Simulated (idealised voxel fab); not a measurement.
process module | voxel wiring stack
cross-section cut | 260 nm wide | cells 5 nm
A cross-section is a grid of square cells, given in bands from the top down. A band is one or more rows of cells.
Each band's line starts with the height of the band's top and of its bottom, in nm. Then come its materials from left to right, each with its width in nm. One material with "throughout" fills the band from edge to edge. "air" is empty space.
Height 0 is the level under which the wafer as received is all one material. The lowest band goes on downwards, as in "0 down".
A width such as "30 to 40" changes by the same amount from each row of cells to the next, from the band's top row to its bottom row.
"no change" after a step means that no cell of the cross-section changed.
closed voids: empty space of 8 cells or more with no open way to the top, each as width x height at its distance from the left edge, in nm
after a step's settings: what the simulator itself notes on the step
overlay nm, on a step with a mask: how far to the right of its planned place the mask lay; to the left if negative
plan
1 op RECEIVE | material Si
2 op CONFORMAL_DEP | material SiO2 | thk nm 10
3 op CONFORMAL_DEP | material SiCN | thk nm 5
4 op DIRECTIONAL_DEP | material lowk | thk nm 20
5 op PATTERN | tone open | mask id METAL_1 | material resist | width nm 30 | pitch nm 55 | thk nm 15 | overlay nm 0
6 op DIRECTIONAL_ETCH | etch materials lowk | depth nm 20
7 op DIRECTIONAL_ETCH | etch materials SiCN | depth nm 5
8 op STRIP | etch materials resist
9 op CONFORMAL_DEP | material TiN | thk nm 5
10 op FILL_DEP | material W | thk nm 5
11 op CMP | height nm 35
12 op CONFORMAL_DEP | material SiCN | thk nm 5
13 op DIRECTIONAL_DEP | material SiO2 | thk nm 30
14 op PATTERN | tone open | mask id METAL_2 | material resist | width nm 30 | pitch nm 55 | thk nm 15 | overlay nm 0
15 op DIRECTIONAL_ETCH | etch materials SiO2 | depth nm 15
16 op STRIP | etch materials resist
17 op DIRECTIONAL_DEP | material aC | thk nm 15
18 op PATTERN | tone open | mask id METAL_2_HOLES | material resist | width nm 15 | pitch nm 110 | thk nm 30 | overlay nm 0
19 op DIRECTIONAL_ETCH | etch materials aC | depth nm 15
20 op STRIP | etch materials resist
21 op DIRECTIONAL_ETCH | etch materials SiO2 | depth nm 15
22 op DIRECTIONAL_ETCH | etch materials SiCN | depth nm 5
23 op STRIP | etch materials aC
24 op CONFORMAL_DEP | material TiN | thk nm 5
25 op FILL_DEP | material Ru | thk nm 5
26 op CMP | height nm 70
27 op CONFORMAL_DEP | material SiCN | thk nm 5
varied across the wafers: thk nm of step 24. The plan shows the first wafer's value. All wafers start alike
first wafer as received, after step 1
  0 down: Si throughout
  closed voids: none
each wafer at the end: cells of each material gained (+) or lost (-) since it was received, then its closed voids
thk nm 5 | +32 Ru | +132 SiCN | +344 SiO2 | +88 TiN | +48 W | +136 lowk | closed voids: none
thk nm 10 | +6 Ru | +132 SiCN | +344 SiO2 | +114 TiN | +48 W | +136 lowk | closed voids: none
thk nm 15 | +132 SiCN | +344 SiO2 | +120 TiN | +48 W | +136 lowk | closed voids: none
thk nm 20 | +132 SiCN | +344 SiO2 | +120 TiN | +48 W | +136 lowk | closed voids: none
